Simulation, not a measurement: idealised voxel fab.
Herein follows the process module entitled voxel spacer lines.
Displayed cross-section: cut, width of 300 nm, square cells sized 5 nm.
When this document writes out a cross-section, it uses a grid of square cells and lists it as bands, beginning at the top and moving down, with a band standing for one or more rows of cells.
Top height, bottom height, nm. Materials left to right, width each, nm. Single material + "throughout" = fills band edge to edge. "blank" = empty.
It should be noted that heights are counted from 0, beneath which the wafer as supplied is of one material throughout, and that the lowest band possesses no lower boundary but continues downward, as written in "top 0, no bottom".
The two numbers in a width such as "30 to 40" mark its ends across the band: the first belongs to the top row of cells, the second to the bottom row, and from each row to the next the width moves by the same amount.
"no change occurred" for a step: no cell of the cross-section changed in that step.
"Trapped void list" specifies each empty space that is not open to the top and that occupies no fewer than 8 cells, using the form width x height at distance, the distance measured from the left edge and all three quantities in nm.
Read whatever lies past the settings on a step's line as the simulator's own remark about the step.
overlay nm: on a step with a mask, how far right of its planned place the mask lay; negative means left.

# Listed below are the process steps as planned
1 op RECEIVE | material Si
2 op CONFORMAL_DEP | material Al2O3 | thk nm 5
3 op DIRECTIONAL_DEP | material TiN | thk nm 15
4 op DIRECTIONAL_DEP | material aC | thk nm 25
5 op PATTERN | tone cover | mask id MANDREL | material resist | width nm 15 | pitch nm 60 | thk nm 30 | overlay nm 0
6 op DIRECTIONAL_ETCH | etch materials aC | depth nm 25
7 op STRIP | etch materials resist
8 op CONFORMAL_DEP | material SiO2 | thk nm 15
9 op DIRECTIONAL_ETCH | etch materials SiO2 | depth nm 15
10 op STRIP | etch materials aC
11 op DIRECTIONAL_ETCH | etch materials TiN | depth nm 15
12 op STRIP | etch materials SiO2

# Step 1 complete: cross-section of the wafer as received
- top 0, no bottom | Si throughout
- Trapped void list: none

# Module complete - cross-section of the first of two wafers, run according to plan
- top 20, bottom 5 | blank=95, TiN=15, blank=15, TiN=15, blank=15, TiN=15, blank=15, TiN=15, blank=100
- top 5, bottom 0 | Al2O3 throughout
- top 0, no bottom | Si throughout
- Trapped void list: none

# Cross-sectional view: second of two wafers, end of module; start and plan identical to the first, one mistake in running
- top 20, bottom 5 | blank=90, TiN=15, blank=25, TiN=15, blank=5, TiN=15, blank=25, TiN=15, blank=95
- top 5, bottom 0 | Al2O3 throughout
- top 0, no bottom | Si throughout
- Trapped void list: none
Run error: step 5 changed vs plan, executed as op PATTERN | tone cover | mask id MANDREL | material resist | width nm 25 | pitch nm 60 | thk nm 30 | overlay nm 0
When the process is done, the second wafer contains the same cell count of every material as the first wafer, but distributed over other locations.
